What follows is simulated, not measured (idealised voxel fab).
The document below concerns the process module designated voxel self aligned contacts.
Each square cell in cross-section cut measures 5 nm, and the section as a whole is 215 nm wide.
Cross-sections here: square-cell grids, written as top-down lists of bands, a band being one or more rows of cells.
Each band's line starts with the height of the band's top and of its bottom, in nm. Then come its materials from left to right, each with its width in nm. One material with "throughout" fills the band from edge to edge. "blank" is empty space.
Heights are reckoned from 0. Under this level, the received wafer is all of one material. The bottommost band is open-ended downward, for example "0 -> down".
Quick explanation for "30 to 40": the width changes in equal steps down the rows of cells, from the first number in the band's top row to the second number in its bottom row.
Reading "changes: none" for a step: not a cell of the cross-section changed in it.
Closed empty spaces (no open way to the top) of 8 cells or more are what "Enclosed empty spaces" lists, each as width x height at distance from the left edge, nm for all three.
What comes after the settings on a step's line is commentary from the simulator itself on that step.
overlay nm: right-of-plan distance of the mask on a masked step; negative values mean left-of-plan.

### Planned process steps
1. RECEIVE,material Si
2. OXIDIZE,depth nm 5
3. DIRECTIONAL_DEP,material polySi,thk nm 25
4. DIRECTIONAL_DEP,material SiN,thk nm 15
5. PATTERN,tone cover,mask id GATE,material resist,width nm 35,pitch nm 65,thk nm 20,overlay nm 0
6. DIRECTIONAL_ETCH,etch materials SiN,depth nm 15
7. DIRECTIONAL_ETCH,etch materials polySi,depth nm 25
8. STRIP,etch materials resist
9. CONFORMAL_DEP,material SiN,thk nm 5
10. DIRECTIONAL_ETCH,etch materials SiN,depth nm 5
11. FILL_DEP,material SiO2,thk nm 15
12. CMP,height nm 45
13. MASKED_ETCH,tone open,mask id CONTACT,width nm 40,etch materials SiO2,depth nm 50,overlay nm 0
14. CONFORMAL_DEP,material TiN,thk nm 5
15. FILL_DEP,material Ru,thk nm 10
16. CMP,height nm 45
17. CONFORMAL_DEP,material SiCN,thk nm 5

### Wafer cross-section on receipt, i.e. after step 1
0 -> down  Si throughout
Enclosed empty spaces: none

### Here's the wafer cut in cross-section after the module, started and planned just like above, except one thing was done wrong in the run
50 -> 45  SiCN throughout
45 -> 40  80 SiO2, then 20 TiN, then 10 Ru, then 20 TiN, then 85 SiO2
40 -> 25  50 SiO2, then 45 SiN, then 5 TiN, then 10 Ru, then 5 TiN, then 45 SiN, then 55 SiO2
25 -> 0  50 SiO2, then 5 SiN, then 35 polySi, then 5 SiN, then 5 TiN, then 10 Ru, then 5 TiN, then 5 SiN, then 35 polySi, then 5 SiN, then 55 SiO2
0 -> -5  95 SiO2, then 20 TiN, then 100 SiO2
-5 -> down  Si throughout
Enclosed empty spaces: none
Heads up, the wafer didn't run the way we planned it: step 13 did not happen as planned, as run it was MASKED_ETCH,tone open,mask id CONTACT,width nm 50,etch materials SiO2,depth nm 50,overlay nm 0
